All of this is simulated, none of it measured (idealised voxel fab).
The following is a process module called voxel transistor to metal.
The cross-section on display is named cut; it measures 170 nm wide, and its cells are 5 nm squares.
A cross-section in this document is a grid of square cells, and it is written down as bands, the top band listed before the ones below it; a band is made up of one or more rows of cells.
First you get the band's top height and its bottom height, in nm, and then the materials it's made of, left to right, with each width in nm. If you see a single material with "all across", that one covers the band edge to edge. "air" is empty space.
All heights in this document are referenced to 0, defined as the level beneath which the wafer, as received, consists entirely of one material. The lowest band is not bounded below; it extends indefinitely downward and is written in the form "0 and below".
Top row gets the first number, bottom row gets the second, and each row in between changes by the same step: that is how a band width like "30..40" works.
"no alterations made" for a step: no cell of the cross-section changed in that step.
"Completely sealed voids": empty spaces of 8 cells or more with no open way to the top, each given as width x height at distance, distance from the left edge, all in nm.
If you see something after the settings on a step's line, that's the simulator's own remark about that step.
For masked steps, "overlay nm" on the step line gives how far right of plan the mask actually lay; a minus sign means it lay to the left.
Below is the list of planned process steps:
1 RECEIVE | material Si
2 CONFORMAL_DEP | material SiO2 | thk nm 5
3 CONFORMAL_DEP | material SiN | thk nm 15
4 DIRECTIONAL_DEP | material aC | thk nm 10
5 PATTERN | tone cover | mask id ACTIVE | material resist | width nm 95 | thk nm 25 | overlay nm 0
6 DIRECTIONAL_ETCH | etch materials aC | depth nm 10
7 STRIP | etch materials resist
8 DIRECTIONAL_ETCH | etch materials SiN | depth nm 15
9 DIRECTIONAL_ETCH | etch materials SiO2 | depth nm 5
10 DIRECTIONAL_ETCH | etch materials Si | depth nm 35
11 STRIP | etch materials aC
12 OXIDIZE | depth nm 5
13 FILL_DEP | material SiO2 | thk nm 10
14 CMP | height nm 20
15 SELECTIVE_ETCH | etch materials SiO2 | depth nm 10
16 STRIP | etch materials SiN
17 SELECTIVE_ETCH | etch materials SiO2 | depth nm 5
18 OXIDIZE | depth nm 5
19 DIRECTIONAL_DEP | material polySi | thk nm 20
20 DIRECTIONAL_DEP | material SiCN | thk nm 15
21 MASKED_ETCH | tone cover | mask id GATE | width nm 15 | etch materials SiCN | depth nm 25 | overlay nm 0
22 MASKED_ETCH | tone cover | mask id GATE | width nm 15 | etch materials polySi | depth nm 30 | overlay nm 0
23 CONFORMAL_DEP | material SiN | thk nm 10
24 DIRECTIONAL_ETCH | etch materials SiN | depth nm 10
25 DIRECTIONAL_ETCH | etch materials SiO2 | depth nm 5
26 DIRECTIONAL_ETCH | etch materials Si | depth nm 5
27 EPI | material SiGe | thk nm 10
28 FILL_DEP | material SiO2 | thk nm 10
29 CMP | height nm 35
30 DIRECTIONAL_DEP | material SiO2 | thk nm 15
31 DIRECTIONAL_DEP | material aC | thk nm 15
32 PATTERN | tone open | mask id CONTACT | material resist | width nm 15 | pitch nm 70 | thk nm 30 | overlay nm 0
33 DIRECTIONAL_ETCH | etch materials aC | depth nm 15
34 STRIP | etch materials resist
35 DIRECTIONAL_ETCH | etch materials SiO2 | depth nm 50
36 STRIP | etch materials aC
37 CONFORMAL_DEP | material TiN | thk nm 5
38 FILL_DEP | material Ru | thk nm 10
39 CMP | height nm 50
40 DIRECTIONAL_DEP | material TiN | thk nm 5
41 DIRECTIONAL_DEP | material W | thk nm 25
42 PATTERN | tone cover | mask id METAL_1 | material resist | width nm 15 | pitch nm 70 | thk nm 20 | overlay nm 0
43 DIRECTIONAL_ETCH | etch materials W | depth nm 25
44 DIRECTIONAL_ETCH | etch materials TiN | depth nm 5
45 STRIP | etch materials resist
46 FILL_DEP | material lowk | thk nm 10
47 CMP | height nm 80
48 CONFORMAL_DEP | material SiCN | thk nm 5
Shown in cross-section is the wafer as received, that is, as it stands after step 1:
    0 and below | Si all across
    Completely sealed voids: none
End state of the module in cross-section, given the above starting point and plan and one mistake in execution:
    85 down to 80 | SiCN all across
    80 down to 55 | 40 nm lowk, then 15 nm W, then 55 nm lowk, then 15 nm W, then 45 nm lowk
    55 down to 50 | 40 nm lowk, then 15 nm TiN, then 55 nm lowk, then 15 nm TiN, then 45 nm lowk
    50 down to 35 | 40 nm SiO2, then 5 nm TiN, then 5 nm Ru, then 5 nm TiN, then 55 nm SiO2, then 5 nm TiN, then 5 nm Ru, then 5 nm TiN, then 45 nm SiO2
    35 down to 20 | 40 nm SiO2, then 5 nm TiN, then 5 nm Ru, then 5 nm TiN, then 10 nm SiO2, then 10 nm SiN, then 15 nm SiCN, then 10 nm SiN, then 10 nm SiO2, then 5 nm TiN, then 5 nm Ru, then 5 nm TiN, then 45 nm SiO2
    20 down to 15 | 40 nm SiO2, then 15 nm TiN, then 10 nm SiO2, then 10 nm SiN, then 15 nm polySi, then 10 nm SiN, then 10 nm SiO2, then 15 nm TiN, then 45 nm SiO2
    15 down to 5 | 65 nm SiO2, then 10 nm SiN, then 15 nm polySi, then 10 nm SiN, then 70 nm SiO2
    5 down to 0 | 30 nm SiO2, then 10 nm SiN, then 15 nm SiO2, then 10 nm SiGe, then 10 nm SiN, then 15 nm polySi, then 10 nm SiN, then 10 nm SiGe, then 15 nm SiO2, then 10 nm SiN, then 35 nm SiO2
    0 down to -5 | 40 nm SiO2, then 25 nm SiGe, then 35 nm SiO2, then 25 nm SiGe, then 45 nm SiO2
    -5 down to -10 | 40 nm SiO2, then 25 nm SiGe, then 35 nm Si, then 25 nm SiGe, then 45 nm SiO2
    -10 down to -40 | 40 nm SiO2, then 85 nm Si, then 45 nm SiO2
    -40 and below | Si all across
    Completely sealed voids: none
Deviation from plan: execution of plan step 30 occurred twice
